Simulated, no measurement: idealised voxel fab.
Herein follows the process module entitled voxel self aligned vias.
We display cut, a cross-section 285 nm in width whose square cells are each 5 nm.
Heads up, the way a cross-section reads in here is a grid of square cells, handed over as bands from the top down, with every band being one or more rows of cells.
Basically the band line says how high the top is and how high the bottom is, in nm, and then what's in it from left to right, every material with its width in nm. Empty space shows up as "air", and if a single material carries "throughout" it runs the full band edge to edge.
The reference from which all heights are counted is 0, the level beneath which the as-received wafer is entirely one material; the lowest band, having no lower bound, proceeds downward and is written after the example "top 0, no bottom".
The expression "30 to 40" gives the width at the extremes of the band, the first number at its top row of cells and the second at its bottom row, with the width changing by equal amounts from each row to the next in between.
"stayed the same" (step): cross-section cells unchanged, all of them.
In "Closed voids list" the enclosed voids are listed, meaning empty spaces of 8 cells or larger without any opening to the top. The form is width x height at distance, distance from the left edge, units nm.
The remark found on a step's line after its settings is issued by the simulator itself and pertains to that step.
Each step line may optionally specify "overlay nm", which for a step with a mask gives the rightward distance between the mask's planned place and where it lay, a negative value indicating the leftward direction.

# Intended process steps
1) RECEIVE: material Si
2) CONFORMAL_DEP: material SiO2, thk nm 10
3) CONFORMAL_DEP: material SiCN, thk nm 5
4) DIRECTIONAL_DEP: material SiO2, thk nm 30
5) MASKED_ETCH: tone open, mask id LINES, width nm 25, pitch nm 60, etch materials SiO2, depth nm 30, overlay nm 0
6) CONFORMAL_DEP: material TiN, thk nm 5
7) FILL_DEP: material Ru, thk nm 5
8) CMP: height nm 45
9) SELECTIVE_ETCH: etch materials W Ru TiN, depth nm 10
10) FILL_DEP: material SiN, thk nm 5
11) CMP: height nm 45
12) DIRECTIONAL_DEP: material SiO2, thk nm 20
13) DIRECTIONAL_DEP: material aC, thk nm 10
14) PATTERN: tone open, mask id VIAS, material resist, width nm 45, pitch nm 60, thk nm 30, overlay nm 0
15) DIRECTIONAL_ETCH: etch materials aC, depth nm 10
16) STRIP: etch materials resist
17) DIRECTIONAL_ETCH: etch materials SiO2, depth nm 20
18) DIRECTIONAL_ETCH: etch materials SiN, depth nm 10
19) STRIP: etch materials aC
20) CONFORMAL_DEP: material TiN, thk nm 5
21) FILL_DEP: material Ru, thk nm 10
22) CMP: height nm 65
23) CONFORMAL_DEP: material SiCN, thk nm 5

# The first of two wafers, run as planned

# Incoming wafer, cross-sectional view, post step 1
> top 0, no bottom  Si throughout
> Closed voids list: none

# So this is the wafer cross-section right after step 2
> top 10, bottom 0  SiO2 throughout
> Under the height 0 nothing was changed.

# So this is the wafer cross-section right after step 3
> top 15, bottom 10  SiCN throughout
> Under the height 10 nothing was changed.

# So this is the wafer cross-section right after step 4
> top 45, bottom 15  SiO2 throughout
> Under the height 15 nothing was changed.

# So this is the wafer cross-section right after step 5
> top 45, bottom 15  SiO2=100, air=25, SiO2=35, air=25, SiO2=100
> Under the height 15 nothing was changed.

# So this is the wafer cross-section right after step 6
> top 50, bottom 45  TiN=105, air=15, TiN=45, air=15, TiN=105
> top 45, bottom 20  SiO2=100, TiN=5, air=15, TiN=5, SiO2=35, TiN=5, air=15, TiN=5, SiO2=100
> top 20, bottom 15  SiO2=100, TiN=25, SiO2=35, TiN=25, SiO2=100
> Under the height 15 nothing was changed.

# So this is the wafer cross-section right after step 7
> top 55, bottom 50  Ru throughout
> top 50, bottom 45  TiN=105, Ru=15, TiN=45, Ru=15, TiN=105
> top 45, bottom 20  SiO2=100, TiN=5, Ru=15, TiN=5, SiO2=35, TiN=5, Ru=15, TiN=5, SiO2=100
> Under the height 20 nothing was changed.

# So this is the wafer cross-section right after step 8
> top 45, bottom 20  SiO2=100, TiN=5, Ru=15, TiN=5, SiO2=35, TiN=5, Ru=15, TiN=5, SiO2=100
> Under the height 20 nothing was changed.

# So this is the wafer cross-section right after step 9
> top 45, bottom 35  SiO2=100, air=25, SiO2=35, air=25, SiO2=100
> Under the height 35 nothing was changed.

# So this is the wafer cross-section right after step 10
> top 50, bottom 45  SiN throughout
> top 45, bottom 35  SiO2=100, SiN=25, SiO2=35, SiN=25, SiO2=100
> Under the height 35 nothing was changed.

# So this is the wafer cross-section right after step 11
> top 45, bottom 35  SiO2=100, SiN=25, SiO2=35, SiN=25, SiO2=100
> Under the height 35 nothing was changed.

# So this is the wafer cross-section right after step 12
> top 65, bottom 45  SiO2 throughout
> Under the height 45 nothing was changed.

# So this is the wafer cross-section right after step 13
> top 75, bottom 65  aC throughout
> Under the height 65 nothing was changed.

# So this is the wafer cross-section right after step 14
> top 105, bottom 75  resist=90, air=45, resist=15, air=45, resist=90
> Under the height 75 nothing was changed.

# So this is the wafer cross-section right after step 15
> top 95, bottom 75  resist=90, air=45, resist=15, air=45, resist=90
> top 75, bottom 65  aC=90, air=45, aC=15, air=45, aC=90
> Under the height 65 nothing was changed.

# So this is the wafer cross-section right after step 16
> top 75, bottom 65  aC=90, air=45, aC=15, air=45, aC=90
> Under the height 65 nothing was changed.

# So this is the wafer cross-section right after step 17
> top 75, bottom 65  aC=90, air=45, aC=15, air=45, aC=90
> top 65, bottom 45  SiO2=90, air=45, SiO2=15, air=45, SiO2=90
> Under the height 45 nothing was changed.

# So this is the wafer cross-section right after step 18
> top 75, bottom 65  aC=90, air=45, aC=15, air=45, aC=90
> top 65, bottom 45  SiO2=90, air=45, SiO2=15, air=45, SiO2=90
> top 45, bottom 35  SiO2=100, air=25, SiO2=35, air=25, SiO2=100
> Under the height 35 nothing was changed.

# So this is the wafer cross-section right after step 19
> top 65, bottom 45  SiO2=90, air=45, SiO2=15, air=45, SiO2=90
> Under the height 45 nothing was changed.

# So this is the wafer cross-section right after step 20
> top 70, bottom 65  TiN=95, air=35, TiN=25, air=35, TiN=95
> top 65, bottom 50  SiO2=90, TiN=5, air=35, TiN=5, SiO2=15, TiN=5, air=35, TiN=5, SiO2=90
> top 50, bottom 40  SiO2=90 to 100, TiN=15 to 5, air=15, TiN=15 to 5, SiO2=15 to 35, TiN=15 to 5, air=15, TiN=15 to 5, SiO2=90 to 100
> top 40, bottom 35  SiO2=100, TiN=25, SiO2=35, TiN=25, SiO2=100
> Under the height 35 nothing was changed.

# So this is the wafer cross-section right after step 21
> top 80, bottom 70  Ru throughout
> top 70, bottom 65  TiN=95, Ru=35, TiN=25, Ru=35, TiN=95
> top 65, bottom 50  SiO2=90, TiN=5, Ru=35, TiN=5, SiO2=15, TiN=5, Ru=35, TiN=5, SiO2=90
> top 50, bottom 40  SiO2=90 to 100, TiN=15 to 5, Ru=15, TiN=15 to 5, SiO2=15 to 35, TiN=15 to 5, Ru=15, TiN=15 to 5, SiO2=90 to 100
> Under the height 40 nothing was changed.

# So this is the wafer cross-section right after step 22
> top 65, bottom 50  SiO2=90, TiN=5, Ru=35, TiN=5, SiO2=15, TiN=5, Ru=35, TiN=5, SiO2=90
> Under the height 50 nothing was changed.

# So this is the wafer cross-section right after step 23
> top 70, bottom 65  SiCN throughout
> Under the height 65 nothing was changed.

# Wafer two. Identical start, identical plan. One mistake in execution. Identical history through step 21

# Second wafer, sectioned view, at step 22's planned end time
> top 60, bottom 50  SiO2=90, TiN=5, Ru=35, TiN=5, SiO2=15, TiN=5, Ru=35, TiN=5, SiO2=90
> Under the height 50 nothing was changed.

# Second wafer, sectioned view, at step 23's planned end time
> top 65, bottom 60  SiCN throughout
> Under the height 60 nothing was changed.
Plan not followed: step 22 deviated from plan and actually ran as CMP: height nm 60
FYI, end of process, the second wafer has more or fewer cells of some materials than the first: Ru -14; SiO2 -39; TiN -4
